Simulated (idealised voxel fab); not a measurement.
process module | voxel fin reveal
cross-section cut | 195 nm wide | cells 5 nm
A cross-section is a grid of square cells, given in bands from the top down. A band is one or more rows of cells.
Each band's line starts with the height of the band's top and of its bottom, in nm. Then come its materials from left to right, each with its width in nm. One material with "throughout" fills the band from edge to edge. "air" is empty space.
Height 0 is the level under which the wafer as received is all one material. The lowest band goes on downwards, as in "0 down".
A width such as "30 to 40" changes by the same amount from each row of cells to the next, from the band's top row to its bottom row.
"no change" after a step means that no cell of the cross-section changed.
closed voids: empty space of 8 cells or more with no open way to the top, each as width x height at its distance from the left edge, in nm
after a step's settings: what the simulator itself notes on the step
overlay nm, on a step with a mask: how far to the right of its planned place the mask lay; to the left if negative
plan
1 op RECEIVE | material Si
2 op CONFORMAL_DEP | material SiN | thk nm 5
3 op PATTERN | tone cover | mask id FINS | material resist | width nm 15 | pitch nm 35 | thk nm 20 | overlay nm -15
4 op DIRECTIONAL_ETCH | etch materials SiN | depth nm 5
5 op DIRECTIONAL_ETCH | etch materials Si | depth nm 40
6 op STRIP | etch materials resist
7 op FILL_DEP | material SiO2 | thk nm 10
8 op CMP | height nm 5
9 op SELECTIVE_ETCH | etch materials SiO2 | depth nm 30
10 op STRIP | etch materials SiN
11 op CONFORMAL_DEP | material SiO2 | thk nm 5
varied across the wafers: overlay nm of step 3. The plan shows the first wafer's value. All wafers start alike
first wafer as received, after step 1
  0 down: Si throughout
  closed voids: none
each wafer at the end: cells of each material gained (+) or lost (-) since it was received, then its closed voids
overlay nm -15 | -264 Si | +158 SiO2 | closed voids: none
overlay nm -10 | -264 Si | +158 SiO2 | closed voids: none
overlay nm -5 | -264 Si | +158 SiO2 | closed voids: none
overlay nm 0 | -264 Si | +158 SiO2 | closed voids: none
overlay nm 5 | -264 Si | +158 SiO2 | closed voids: none
overlay nm 10 | -264 Si | +158 SiO2 | closed voids: none
overlay nm 15 | -264 Si | +158 SiO2 | closed voids: none
